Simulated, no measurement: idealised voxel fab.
Module name: voxel spacer lines (process module)
Section cut is 200 nm wide and gridded with 5 nm square cells.
If you're reading a cross-section in this doc, picture square cells in a grid; it comes to you as bands, top ones listed first down to the bottom, and a band can be one or more rows of cells.
Band: top height; bottom height; in nm. Then, left to right: material with width in nm, for each material. "edge to edge": a single material spanning edge to edge. "blank": empty space.
It should be noted that heights are counted from 0, beneath which the wafer as supplied is of one material throughout, and that the lowest band possesses no lower boundary but continues downward, as written in "z 0 and below".
A width such as "30 to 40" changes by the same amount from each row of cells to the next, from the band's top row to its bottom row.
It should be understood that the words "all unchanged", when stated for a given step, signify that the cross-section underwent no change in any of its cells during that step.
Under "Enclosed empty spaces" you'll find the enclosed gaps, the ones with no way out to the top, that are 8 cells or bigger; each reads width x height at distance, with distance counted from the left edge, everything in nm.
On each step's line, the part that comes after the settings is the simulator's own comment on the step.
The line of a step may include "overlay nm". On a step with a mask, this value is how far to the right of its planned place the mask lay. A negative value means the mask lay to the left.

The process steps that were planned are listed below:
1) RECEIVE with material Si
2) CONFORMAL_DEP with material Al2O3, thk nm 5
3) DIRECTIONAL_DEP with material W, thk nm 15
4) DIRECTIONAL_DEP with material polySi, thk nm 25
5) PATTERN with tone cover, mask id MANDREL, material resist, width nm 20, pitch nm 70, thk nm 35, overlay nm -15
6) DIRECTIONAL_ETCH with etch materials polySi, depth nm 25
7) STRIP with etch materials resist
8) CONFORMAL_DEP with material SiN, thk nm 15
9) DIRECTIONAL_ETCH with etch materials SiN, depth nm 15
10) STRIP with etch materials polySi
11) DIRECTIONAL_ETCH with etch materials W, depth nm 15
12) STRIP with etch materials SiN
13) FILL_DEP with material lowk, thk nm 5
14) CMP with height nm 20
Across this set of wafers, the varied parameter is the overlay nm of step 5. Starting conditions are identical for every wafer, and the plan reports the value assigned to the first wafer.

After step 1, as received: first of several wafers, cross-section:
	z 0 and below | Si edge to edge
	Enclosed empty spaces: none

End of the module, past its last step, step 14: how the first of several wafers looks in cross-section:
	z 20 to 5 | 25 lowk, 15 W, 20 lowk, 15 W, 20 lowk, 15 W, 20 lowk, 15 W, 55 lowk
	z 5 to 0 | Al2O3 edge to edge
	z 0 and below | Si edge to edge
	Enclosed empty spaces: none

Wafer cross-section (last wafer, module end):
	z 20 to 5 | 55 lowk, 15 W, 20 lowk, 15 W, 20 lowk, 15 W, 20 lowk, 15 W, 25 lowk
	z 5 to 0 | Al2O3 edge to edge
	z 0 and below | Si edge to edge
	Enclosed empty spaces: none

End of module, by wafer: material-by-material cell gain (+) or loss (-) since receipt, then closed voids:
overlay nm -15; +40 Al2O3; +36 W; +84 lowk; Enclosed empty spaces: none
overlay nm -10; +40 Al2O3; +36 W; +84 lowk; Enclosed empty spaces: none
overlay nm -5; +40 Al2O3; +36 W; +84 lowk; Enclosed empty spaces: none
overlay nm 0; +40 Al2O3; +36 W; +84 lowk; Enclosed empty spaces: none
overlay nm 5; +40 Al2O3; +36 W; +84 lowk; Enclosed empty spaces: none
overlay nm 10; +40 Al2O3; +36 W; +84 lowk; Enclosed empty spaces: none
overlay nm 15; +40 Al2O3; +36 W; +84 lowk; Enclosed empty spaces: none
